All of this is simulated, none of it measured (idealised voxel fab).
voxel released beams: a process module
Square cells of 5 nm make up the cross-section cut, whose width is 210 nm.
We lay out every cross-section as a grid of square cells and spell it out in bands from the top down, where one band means one or more rows of cells.
Each band's line starts with the height of the band's top and of its bottom, in nm. Then come its materials from left to right, each with its width in nm. One material with "throughout" fills the band from edge to edge. "air" is empty space.
A quick word on heights: they are counted from 0, and under that level the wafer as it came to us is one material throughout. The lowest band is different from the rest in having no bottom; it simply continues downward, written as in "0 down".
Think of "30..40" as a width that walks from the first number to the second as you go down the band, top row to bottom row, taking equal-sized steps from row to row.
When a step is marked "everything unchanged", none of the cells in the cross-section changed during that step.
The list in "Closed cavity list" covers empty spaces of 8 cells or more that cannot reach the top through any open way, and it gives each as width x height at distance; the distance is from the left edge, and width, height and distance are in nm.
On each step's line, the part that comes after the settings is the simulator's own comment on the step.
For masked steps, "overlay nm" on the step line gives how far right of plan the mask actually lay; a minus sign means it lay to the left.

Steps in the process plan:
1,RECEIVE [material Si]
2,CONFORMAL_DEP [material Al2O3] [thk nm 10]
3,DIRECTIONAL_DEP [material SiO2] [thk nm 20]
4,PATTERN [tone open] [mask id ANCHOR] [material resist] [width nm 35] [thk nm 20] [overlay nm 0]
5,DIRECTIONAL_ETCH [etch materials SiO2] [depth nm 20]
6,STRIP [etch materials resist]
7,CONFORMAL_DEP [material polySi] [thk nm 15]
8,MASKED_ETCH [tone cover] [mask id BEAM] [width nm 115] [etch materials polySi] [depth nm 15] [overlay nm 0]
9,STRIP [etch materials SiO2]

First wafer out of two, processed as planned:

So this is the incoming wafer in cross-section - it's already been through step 1:
	0 down | Si throughout
	Closed cavity list: none

Presented here is a cross-section of the wafer after step 2 has been performed:
	10 to 0 | Al2O3 throughout
	Everything below 0 is unchanged.

Presented here is a cross-section of the wafer after step 3 has been performed:
	30 to 10 | SiO2 throughout
	Everything below 10 is unchanged.

Presented here is a cross-section of the wafer after step 4 has been performed:
	50 to 30 | resist: 50 | air: 35 | resist: 125
	Everything below 30 is unchanged.

Presented here is a cross-section of the wafer after step 5 has been performed:
	50 to 30 | resist: 50 | air: 35 | resist: 125
	30 to 10 | SiO2: 50 | air: 35 | SiO2: 125
	Everything below 10 is unchanged.

Presented here is a cross-section of the wafer after step 6 has been performed:
	30 to 10 | SiO2: 50 | air: 35 | SiO2: 125
	Everything below 10 is unchanged.

Presented here is a cross-section of the wafer after step 7 has been performed:
	45 to 30 | polySi: 65 | air: 5 | polySi: 140
	30 to 25 | SiO2: 50 | polySi: 15 | air: 5 | polySi: 15 | SiO2: 125
	25 to 10 | SiO2: 50 | polySi: 35 | SiO2: 125
	Everything below 10 is unchanged.

Presented here is a cross-section of the wafer after step 8 has been performed:
	45 to 30 | air: 45 | polySi: 20 | air: 5 | polySi: 90 | air: 50
	Everything below 30 is unchanged.

Presented here is a cross-section of the wafer after step 9 has been performed:
	45 to 30 | air: 45 | polySi: 20 | air: 5 | polySi: 90 | air: 50
	30 to 25 | air: 50 | polySi: 15 | air: 5 | polySi: 15 | air: 125
	25 to 10 | air: 50 | polySi: 35 | air: 125
	Everything below 10 is unchanged.

The second wafer: identical to the first at the outset and in its planned sequence, differing only in that one mistake was made during processing; up to and including step 7, its path is the first wafer's path:

Second wafer, sectioned view, at step 8's planned end time:
	45 to 30 | air: 50 | polySi: 15 | air: 5 | polySi: 85 | air: 55
	Everything below 30 is unchanged.

Second wafer, sectioned view, at step 9's planned end time:
	45 to 30 | air: 50 | polySi: 15 | air: 5 | polySi: 85 | air: 55
	30 to 25 | air: 50 | polySi: 15 | air: 5 | polySi: 15 | air: 125
	25 to 10 | air: 50 | polySi: 35 | air: 125
	Everything below 10 is unchanged.
Nonconformance to the process plan: so step 8 ended up running with a different setting than we planned, it ran as MASKED_ETCH [tone cover] [mask id BEAM] [width nm 105] [etch materials polySi] [depth nm 15] [overlay nm 0]
End check, counted in cells, second wafer has more or fewer of these materials than the first: 6 fewer of polySi
